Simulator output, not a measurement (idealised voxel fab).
Title: Process Module voxel double patterning
FYI the section here is cut, 150 nm wide, cells are 5 nm squares.
Each cross-section below is a grid of square cells, stated as bands in top-down order, with one or more rows of cells making up each band. The band entry comprises the height of the band's top followed by the height of its bottom, expressed in nm, and subsequently the band's materials from left to right, each stated together with its width in nm. Where a single material is marked with the word "throughout", that material fills the band from edge to edge. The word "empty" represents empty space. Counting heights begins at 0, where everything beneath is, in the wafer as received, one material. The lowest band has no bottom; it goes on downwards, as "0 down" shows. When a width is written as two numbers, as in "30..40", the first number is the width in the top row of cells of the band and the second is the width in its bottom row, and the width changes by the same amount from each row to the next. You'll sometimes find "nothing got changed" written for a step, and that's the way of saying that nowhere in the cross-section did a cell change during that step. What "Enclosed empty spaces" gives you is every empty space of 8 cells or more that is cut off from the top. Each appears as width x height at distance, with the distance taken from the left edge and width, height and distance all in nm. On each step's line, the part that comes after the settings is the simulator's own comment on the step. Steps that use a mask can have "overlay nm" on their line. It says how far the mask sat to the right of where it was meant to be. Negative means to the left.
Intended process steps:
1) RECEIVE with material Si
2) CONFORMAL_DEP with material SiN, thk nm 10
3) DIRECTIONAL_DEP with material SiO2, thk nm 10
4) DIRECTIONAL_DEP with material SiCN, thk nm 5
5) DIRECTIONAL_DEP with material aC, thk nm 15
6) PATTERN with tone open, mask id FIRST, material resist, width nm 15, pitch nm 50, thk nm 35, overlay nm 0
7) DIRECTIONAL_ETCH with etch materials aC, depth nm 15
8) STRIP with etch materials resist
9) DIRECTIONAL_ETCH with etch materials SiCN, depth nm 5
10) STRIP with etch materials aC
11) PATTERN with tone open, mask id SECOND, material resist, width nm 15, thk nm 15, overlay nm 0
12) DIRECTIONAL_ETCH with etch materials SiCN, depth nm 5
13) STRIP with etch materials resist
14) DIRECTIONAL_ETCH with etch materials SiO2, depth nm 10
15) STRIP with etch materials SiCN
Cross-section of the wafer upon arrival, representing the state reached after step 1:
	0 down: Si throughout
	Enclosed empty spaces: none
Wafer at module end, in section. Began as above, planned as above, run with one mistake:
	25 to 15: SiO2: 40; empty: 15; SiO2: 10; empty: 15; SiO2: 10; empty: 15; SiO2: 45
	15 to 10: SiO2 throughout
	10 to 0: SiN throughout
	0 down: Si throughout
	Enclosed empty spaces: none
Run error: in deviation from the planned setting, step 3 was conducted as DIRECTIONAL_DEP with material SiO2, thk nm 15
